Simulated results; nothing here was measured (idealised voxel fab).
The following is a process module called voxel quadruple lines.
cross-section cut | 270 nm wide | cells 5 nm
How to read a cross-section here: the picture is a grid of square cells, written as bands going from the top down, and any band can span one or more rows of cells.
The band entry comprises the height of the band's top followed by the height of its bottom, expressed in nm, and subsequently the band's materials from left to right, each stated together with its width in nm. Where a single material is marked with the word "everywhere", that material fills the band from edge to edge. The word "empty" represents empty space.
Note: height 0 marks the level under which the wafer is uniformly one material as received. Lowest band unbounded below, written "0..down".
Note: "30 to 40" means the width goes from the first number (top row of the band) to the second number (bottom row) in equal steps per row of cells.
Key: "nothing got changed" - step with no changed cell in the cross-section.
Closed empty spaces (no open way to the top) of 8 cells or more are what "Sealed void list" lists, each as width x height at distance from the left edge, nm for all three.
It should be noted that, on the line of a given step, the content following the step's settings is a remark produced by the simulator itself with respect to that step.
If you see "overlay nm" on a step's line and that step has a mask, it's telling you how far right of where it was planned the mask ended up; a negative number means it went left instead.

**Below is the list of planned process steps**
| 1 | RECEIVE with material Si |
| 2 | CONFORMAL_DEP with material SiO2, thk nm 5 |
| 3 | DIRECTIONAL_DEP with material W, thk nm 15 |
| 4 | DIRECTIONAL_DEP with material polySi, thk nm 15 |
| 5 | DIRECTIONAL_DEP with material aC, thk nm 25 |
| 6 | PATTERN with tone cover, mask id MANDREL, material resist, width nm 30, pitch nm 80, thk nm 35, overlay nm 0 |
| 7 | DIRECTIONAL_ETCH with etch materials aC, depth nm 25 |
| 8 | STRIP with etch materials resist |
| 9 | CONFORMAL_DEP with material SiO2, thk nm 10 |
| 10 | DIRECTIONAL_ETCH with etch materials SiO2, depth nm 10 |
| 11 | STRIP with etch materials aC |
| 12 | DIRECTIONAL_ETCH with etch materials polySi, depth nm 15 |
| 13 | STRIP with etch materials SiO2 |
| 14 | CONFORMAL_DEP with material SiCN, thk nm 10 |
| 15 | DIRECTIONAL_ETCH with etch materials SiCN, depth nm 10 |
| 16 | STRIP with etch materials polySi |
| 17 | DIRECTIONAL_ETCH with etch materials W, depth nm 15 |
| 18 | STRIP with etch materials SiCN |

**Cross-section: wafer on arrival = after step 1**
* 0..down: Si everywhere
* Sealed void list: none

**As-planned run: cross-section of the first of two wafers at end of module**
* 20..5: empty (60) / W (10) / empty (10) / W (10) / empty (10) / W (10) / empty (10) / W (10) / empty (10) / W (10) / empty (10) / W (10) / empty (10) / W (10) / empty (10) / W (10) / empty (60)
* 5..0: SiO2 everywhere
* 0..down: Si everywhere
* Sealed void list: none

**The second wafer, shown in cross-section after the module: started the same way as the first and given the same plan, yet one mistake crept into how it was run**
* 30..15: empty (60) / W (10) / empty (10) / W (10) / empty (10) / W (10) / empty (10) / W (10) / empty (10) / W (10) / empty (10) / W (10) / empty (10) / W (10) / empty (10) / W (10) / empty (60)
* 15..5: W everywhere
* 5..0: SiO2 everywhere
* 0..down: Si everywhere
* Sealed void list: none
Nonconformance to the process plan: off-plan run, step 3, actual operation and settings DIRECTIONAL_DEP with material W, thk nm 25
Looking at both finished wafers in cells, the second ends up ahead of or behind the first on some materials: W: 108 more
